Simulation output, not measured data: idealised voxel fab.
This section sets out a process module, namely voxel tone inversion.
The width of the displayed cross-section, cut, is 140 nm; its cells are square, with a size of 5 nm.
Throughout this document, each cross-section is represented as a grid of square cells and is presented as a sequence of bands enumerated from the top downward, where a band comprises one or more rows of cells. Look at the band entry: it leads with the top's height and the bottom's height in nm. Then it lists the materials left to right, with a width in nm for each. The word "all across" on a single material says that material fills the band edge to edge. The word "blank" is empty space. The level at which height equals 0 is the one under which the wafer, as it arrives, is entirely one material. No lower edge exists for the bottom band, which continues downward and is notated as in "0 -> down". Width: "30..40" (first number = top row, second number = bottom row, same change from row to row of cells). "stayed the same" -> step changed no cross-section cell. Look at "Sealed internal cavities" for the closed voids: empty spaces with no open path to the top, sized 8 cells or up. Each is width x height at distance, distance from the left edge, all nm. Post-settings text on a step line: simulator's own remark regarding the step. What "overlay nm" on a step's line means: if the step has a mask, that mask lay this far to the right of its planned place, or, when the value is negative, to the left. How should the pairs below be read? Each gives the cross-section before one process step and the cross-section after it, the latter drawn only to the lowest band that changed; the step that lies between them, with its settings, appears under the pair. Does a pair pick up where the pair above left off? Only where its entry headed "Pre-process cross-section" says so, since pairs can come from different runs of this module on the same starting wafer.
-- Pre-process cross-section
* 0 -> down: Si all across
* Sealed internal cavities: none
-- Step Outcome
* 5 -> 0: SiCN all across
* Lower than 0, everything is as it was.
* Sealed internal cavities: none
As a process note, the step between the before and after cross-sections shown above is CONFORMAL_DEP (material SiCN; thk nm 5)
Pre-process cross-section: the pre-step structure is the one depicted after the step in the pair just above.
-- Step Outcome
* 25 -> 5: aC all across
* Lower than 5, everything is as it was.
* Sealed internal cavities: none
As a process note, the step between the before and after cross-sections shown above is DIRECTIONAL_DEP (material aC; thk nm 20)
Pre-process cross-section: the pre-step structure is the one depicted after the step in the pair just above.
-- Step Outcome
* 50 -> 25: blank=15, resist=25, blank=15, resist=25, blank=15, resist=25, blank=20
* Lower than 25, everything is as it was.
* Sealed internal cavities: none
As a process note, the step between the before and after cross-sections shown above is PATTERN (tone cover; mask id POSTS; material resist; width nm 25; pitch nm 40; thk nm 25; overlay nm 0)
Pre-process cross-section: the pre-step structure is the one depicted after the step in the pair just above.
-- Step Outcome
* 30 -> 25: blank=15, resist=25, blank=15, resist=25, blank=15, resist=25, blank=20
* 25 -> 5: blank=15, aC=25, blank=15, aC=25, blank=15, aC=25, blank=20
* Lower than 5, everything is as it was.
* Sealed internal cavities: none
As a process note, the step between the before and after cross-sections shown above is DIRECTIONAL_ETCH (etch materials aC; depth nm 20)
Pre-process cross-section: the pre-step structure is the one depicted after the step in the pair just above.
-- Step Outcome
* 25 -> 5: blank=15, aC=25, blank=15, aC=25, blank=15, aC=25, blank=20
* Lower than 5, everything is as it was.
* Sealed internal cavities: none
As a process note, the step between the before and after cross-sections shown above is STRIP (etch materials resist)
Pre-process cross-section: the pre-step structure is the one depicted after the step in the pair just above.
-- Step Outcome
* 35 -> 25: lowk all across
* 25 -> 5: lowk=15, aC=25, lowk=15, aC=25, lowk=15, aC=25, lowk=20
* Lower than 5, everything is as it was.
* Sealed internal cavities: none
As a process note, the step between the before and after cross-sections shown above is FILL_DEP (material lowk; thk nm 10)
Pre-process cross-section: the pre-step structure is the one depicted after the step in the pair just above.
-- Step Outcome
* 25 -> 5: lowk=15, aC=25, lowk=15, aC=25, lowk=15, aC=25, lowk=20
* Lower than 5, everything is as it was.
* Sealed internal cavities: none
As a process note, the step between the before and after cross-sections shown above is CMP (height nm 25)
Pre-process cross-section: the pre-step structure is the one depicted after the step in the pair just above.
-- Step Outcome
* 25 -> 5: lowk=15, blank=25, lowk=15, blank=25, lowk=15, blank=25, lowk=20
* Lower than 5, everything is as it was.
* Sealed internal cavities: none
As a process note, the step between the before and after cross-sections shown above is STRIP (etch materials aC)
-- Pre-process cross-section
* 0 -> down: Si all across
* Sealed internal cavities: none
-- Step Outcome
* 20 -> 0: aC all across
* Lower than 0, everything is as it was.
* Sealed internal cavities: none
As a process note, the step between the before and after cross-sections shown above is DIRECTIONAL_DEP (material aC; thk nm 20)
Pre-process cross-section: the pre-step structure is the one depicted after the step in the pair just above.
-- Step Outcome
* 45 -> 20: blank=15, resist=25, blank=15, resist=25, blank=15, resist=25, blank=20
* Lower than 20, everything is as it was.
* Sealed internal cavities: none
As a process note, the step between the before and after cross-sections shown above is PATTERN (tone cover; mask id POSTS; material resist; width nm 25; pitch nm 40; thk nm 25; overlay nm 0)
Pre-process cross-section: the pre-step structure is the one depicted after the step in the pair just above.
-- Step Outcome
* 25 -> 20: blank=15, resist=25, blank=15, resist=25, blank=15, resist=25, blank=20
* 20 -> 0: blank=15, aC=25, blank=15, aC=25, blank=15, aC=25, blank=20
* Lower than 0, everything is as it was.
* Sealed internal cavities: none
As a process note, the step between the before and after cross-sections shown above is DIRECTIONAL_ETCH (etch materials aC; depth nm 20)
Pre-process cross-section: the pre-step structure is the one depicted after the step in the pair just above.
-- Step Outcome
* 20 -> 0: blank=15, aC=25, blank=15, aC=25, blank=15, aC=25, blank=20
* Lower than 0, everything is as it was.
* Sealed internal cavities: none
As a process note, the step between the before and after cross-sections shown above is STRIP (etch materials resist)
Pre-process cross-section: the pre-step structure is the one depicted after the step in the pair just above.
-- Step Outcome
* 30 -> 20: lowk all across
* 20 -> 0: lowk=15, aC=25, lowk=15, aC=25, lowk=15, aC=25, lowk=20
* Lower than 0, everything is as it was.
* Sealed internal cavities: none
As a process note, the step between the before and after cross-sections shown above is FILL_DEP (material lowk; thk nm 10)
Pre-process cross-section: the pre-step structure is the one depicted after the step in the pair just above.
-- Step Outcome
* 25 -> 20: lowk all across
* Lower than 20, everything is as it was.
* Sealed internal cavities: none
As a process note, the step between the before and after cross-sections shown above is CMP (height nm 25)
-- Pre-process cross-section
* 20 -> 0: aC all across
* 0 -> down: Si all across
* Sealed internal cavities: none
-- Step Outcome
* 25 -> 20: SiCN all across
* Lower than 20, everything is as it was.
* Sealed internal cavities: none
As a process note, the step between the before and after cross-sections shown above is CONFORMAL_DEP (material SiCN; thk nm 5)
Pre-process cross-section: the pre-step structure is the one depicted after the step in the pair just above.
-- Step Outcome
* 50 -> 25: blank=15, resist=25, blank=15, resist=25, blank=15, resist=25, blank=20
* Lower than 25, everything is as it was.
* Sealed internal cavities: none
As a process note, the step between the before and after cross-sections shown above is PATTERN (tone cover; mask id POSTS; material resist; width nm 25; pitch nm 40; thk nm 25; overlay nm 0)
Pre-process cross-section: the pre-step structure is the one depicted after the step in the pair just above.
-- Step Outcome
* 30 -> 25: blank=15, resist=25, blank=15, resist=25, blank=15, resist=25, blank=20
* Lower than 25, everything is as it was.
* Sealed internal cavities: none
As a process note, the step between the before and after cross-sections shown above is DIRECTIONAL_ETCH (etch materials aC; depth nm 20)
Pre-process cross-section: the pre-step structure is the one depicted after the step in the pair just above.
-- Step Outcome
* 25 -> 20: SiCN all across
* Lower than 20, everything is as it was.
* Sealed internal cavities: none
As a process note, the step between the before and after cross-sections shown above is STRIP (etch materials resist)
Pre-process cross-section: the pre-step structure is the one depicted after the step in the pair just above.
-- Step Outcome
* 35 -> 25: lowk all across
* Lower than 25, everything is as it was.
* Sealed internal cavities: none
As a process note, the step between the before and after cross-sections shown above is FILL_DEP (material lowk; thk nm 10)
Pre-process cross-section: the pre-step structure is the one depicted after the step in the pair just above.
-- Step Outcome
* 25 -> 20: SiCN all across
* Lower than 20, everything is as it was.
* Sealed internal cavities: none
As a process note, the step between the before and after cross-sections shown above is CMP (height nm 25)
-- Pre-process cross-section
* 35 -> 25: lowk all across
* 25 -> 5: lowk=15, aC=25, lowk=15, aC=25, lowk=15, aC=25, lowk=20
* 5 -> 0: SiCN all across
* 0 -> down: Si all across
* Sealed internal cavities: none
-- Step Outcome
* 15 -> 5: lowk=15, aC=25, lowk=15, aC=25, lowk=15, aC=25, lowk=20
* Lower than 5, everything is as it was.
* Sealed internal cavities: none
As a process note, the step between the before and after cross-sections shown above is CMP (height nm 15)
Pre-process cross-section: the pre-step structure is the one depicted after the step in the pair just above.
-- Step Outcome
* 15 -> 5: lowk=15, blank=25, lowk=15, blank=25, lowk=15, blank=25, lowk=20
* Lower than 5, everything is as it was.
* Sealed internal cavities: none
As a process note, the step between the before and after cross-sections shown above is STRIP (etch materials aC)
-- Pre-process cross-section
* 25 -> 5: aC all across
* 5 -> 0: SiCN all across
* 0 -> down: Si all across
* Sealed internal cavities: none
-- Step Outcome
* 50 -> 25: blank=20, resist=20, blank=20, resist=20, blank=20, resist=20, blank=20
* Lower than 25, everything is as it was.
* Sealed internal cavities: none
As a process note, the step between the before and after cross-sections shown above is PATTERN (tone cover; mask id POSTS; material resist; width nm 20; pitch nm 40; thk nm 25; overlay nm 0)
Pre-process cross-section: the pre-step structure is the one depicted after the step in the pair just above.
-- Step Outcome
* 30 -> 25: blank=20, resist=20, blank=20, resist=20, blank=20, resist=20, blank=20
* 25 -> 5: blank=20, aC=20, blank=20, aC=20, blank=20, aC=20, blank=20
* Lower than 5, everything is as it was.
* Sealed internal cavities: none
As a process note, the step between the before and after cross-sections shown above is DIRECTIONAL_ETCH (etch materials aC; depth nm 20)
Pre-process cross-section: the pre-step structure is the one depicted after the step in the pair just above.
-- Step Outcome
* 25 -> 5: blank=20, aC=20, blank=20, aC=20, blank=20, aC=20, blank=20
* Lower than 5, everything is as it was.
* Sealed internal cavities: none
As a process note, the step between the before and after cross-sections shown above is STRIP (etch materials resist)
Pre-process cross-section: the pre-step structure is the one depicted after the step in the pair just above.
-- Step Outcome
* 35 -> 25: lowk all across
* 25 -> 5: lowk=20, aC=20, lowk=20, aC=20, lowk=20, aC=20, lowk=20
* Lower than 5, everything is as it was.
* Sealed internal cavities: none
As a process note, the step between the before and after cross-sections shown above is FILL_DEP (material lowk; thk nm 10)
Pre-process cross-section: the pre-step structure is the one depicted after the step in the pair just above.
-- Step Outcome
* 25 -> 5: lowk=20, aC=20, lowk=20, aC=20, lowk=20, aC=20, lowk=20
* Lower than 5, everything is as it was.
* Sealed internal cavities: none
As a process note, the step between the before and after cross-sections shown above is CMP (height nm 25)
Pre-process cross-section: the pre-step structure is the one depicted after the step in the pair just above.
-- Step Outcome
* 25 -> 5: lowk=20, blank=20, lowk=20, blank=20, lowk=20, blank=20, lowk=20
* Lower than 5, everything is as it was.
* Sealed internal cavities: none
As a process note, the step between the before and after cross-sections shown above is STRIP (etch materials aC)
-- Pre-process cross-section
* 25 -> 5: aC all across
* 5 -> 0: SiCN all across
* 0 -> down: Si all across
* Sealed internal cavities: none
-- Step Outcome
* 50 -> 25: blank=20, resist=25, blank=15, resist=25, blank=15, resist=25, blank=15
* Lower than 25, everything is as it was.
* Sealed internal cavities: none
As a process note, the step between the before and after cross-sections shown above is PATTERN (tone cover; mask id POSTS; material resist; width nm 25; pitch nm 40; thk nm 25; overlay nm 5)
Pre-process cross-section: the pre-step structure is the one depicted after the step in the pair just above.
-- Step Outcome
* 30 -> 25: blank=20, resist=25, blank=15, resist=25, blank=15, resist=25, blank=15
* 25 -> 5: blank=20, aC=25, blank=15, aC=25, blank=15, aC=25, blank=15
* Lower than 5, everything is as it was.
* Sealed internal cavities: none
As a process note, the step between the before and after cross-sections shown above is DIRECTIONAL_ETCH (etch materials aC; depth nm 20)
Pre-process cross-section: the pre-step structure is the one depicted after the step in the pair just above.
-- Step Outcome
* 25 -> 5: blank=20, aC=25, blank=15, aC=25, blank=15, aC=25, blank=15
* Lower than 5, everything is as it was.
* Sealed internal cavities: none
As a process note, the step between the before and after cross-sections shown above is STRIP (etch materials resist)
Pre-process cross-section: the pre-step structure is the one depicted after the step in the pair just above.
-- Step Outcome
* 35 -> 25: lowk all across
* 25 -> 5: lowk=20, aC=25, lowk=15, aC=25, lowk=15, aC=25, lowk=15
* Lower than 5, everything is as it was.
* Sealed internal cavities: none
As a process note, the step between the before and after cross-sections shown above is FILL_DEP (material lowk; thk nm 10)
Pre-process cross-section: the pre-step structure is the one depicted after the step in the pair just above.
-- Step Outcome
* 25 -> 5: lowk=20, aC=25, lowk=15, aC=25, lowk=15, aC=25, lowk=15
* Lower than 5, everything is as it was.
* Sealed internal cavities: none
As a process note, the step between the before and after cross-sections shown above is CMP (height nm 25)
Pre-process cross-section: the pre-step structure is the one depicted after the step in the pair just above.
-- Step Outcome
* 25 -> 5: lowk=20, blank=25, lowk=15, blank=25, lowk=15, blank=25, lowk=15
* Lower than 5, everything is as it was.
* Sealed internal cavities: none
As a process note, the step between the before and after cross-sections shown above is STRIP (etch materials aC)
-- Pre-process cross-section
* 25 -> 5: blank=15, aC=25, blank=15, aC=25, blank=15, aC=25, blank=20
* 5 -> 0: SiCN all across
* 0 -> down: Si all across
* Sealed internal cavities: none
-- Step Outcome
* 35 -> 25: SiCN all across
* 25 -> 5: SiCN=15, aC=25, SiCN=15, aC=25, SiCN=15, aC=25, SiCN=20
* Lower than 5, everything is as it was.
* Sealed internal cavities: none
As a process note, the step between the before and after cross-sections shown above is FILL_DEP (material SiCN; thk nm 10)
Pre-process cross-section: the pre-step structure is the one depicted after the step in the pair just above.
-- Step Outcome
* 25 -> 5: SiCN=15, aC=25, SiCN=15, aC=25, SiCN=15, aC=25, SiCN=20
* Lower than 5, everything is as it was.
* Sealed internal cavities: none
As a process note, the step between the before and after cross-sections shown above is CMP (height nm 25)
Pre-process cross-section: the pre-step structure is the one depicted after the step in the pair just above.
-- Step Outcome
* 25 -> 5: SiCN=15, blank=25, SiCN=15, blank=25, SiCN=15, blank=25, SiCN=20
* Lower than 5, everything is as it was.
* Sealed internal cavities: none
As a process note, the step between the before and after cross-sections shown above is STRIP (etch materials aC)
-- Pre-process cross-section
* 25 -> 5: aC all across
* 5 -> 0: SiCN all across
* 0 -> down: Si all across
* Sealed internal cavities: none
-- Step Outcome
* 50 -> 25: resist=15, blank=25, resist=15, blank=25, resist=15, blank=25, resist=20
* Lower than 25, everything is as it was.
* Sealed internal cavities: none
As a process note, the step between the before and after cross-sections shown above is PATTERN (tone open; mask id POSTS; material resist; width nm 25; pitch nm 40; thk nm 25; overlay nm 0)
Pre-process cross-section: the pre-step structure is the one depicted after the step in the pair just above.
-- Step Outcome
* 30 -> 25: resist=15, blank=25, resist=15, blank=25, resist=15, blank=25, resist=20
* 25 -> 5: aC=15, blank=25, aC=15, blank=25, aC=15, blank=25, aC=20
* Lower than 5, everything is as it was.
* Sealed internal cavities: none
As a process note, the step between the before and after cross-sections shown above is DIRECTIONAL_ETCH (etch materials aC; depth nm 20)
Pre-process cross-section: the pre-step structure is the one depicted after the step in the pair just above.
-- Step Outcome
* 25 -> 5: aC=15, blank=25, aC=15, blank=25, aC=15, blank=25, aC=20
* Lower than 5, everything is as it was.
* Sealed internal cavities: none
As a process note, the step between the before and after cross-sections shown above is STRIP (etch materials resist)
Pre-process cross-section: the pre-step structure is the one depicted after the step in the pair just above.
-- Step Outcome
* 35 -> 25: lowk all across
* 25 -> 5: aC=15, lowk=25, aC=15, lowk=25, aC=15, lowk=25, aC=20
* Lower than 5, everything is as it was.
* Sealed internal cavities: none
As a process note, the step between the before and after cross-sections shown above is FILL_DEP (material lowk; thk nm 10)
Pre-process cross-section: the pre-step structure is the one depicted after the step in the pair just above.
-- Step Outcome
* 25 -> 5: aC=15, lowk=25, aC=15, lowk=25, aC=15, lowk=25, aC=20
* Lower than 5, everything is as it was.
* Sealed internal cavities: none
As a process note, the step between the before and after cross-sections shown above is CMP (height nm 25)
Pre-process cross-section: the pre-step structure is the one depicted after the step in the pair just above.
-- Step Outcome
* 25 -> 5: blank=15, lowk=25, blank=15, lowk=25, blank=15, lowk=25, blank=20
* Lower than 5, everything is as it was.
* Sealed internal cavities: none
As a process note, the step between the before and after cross-sections shown above is STRIP (etch materials aC)
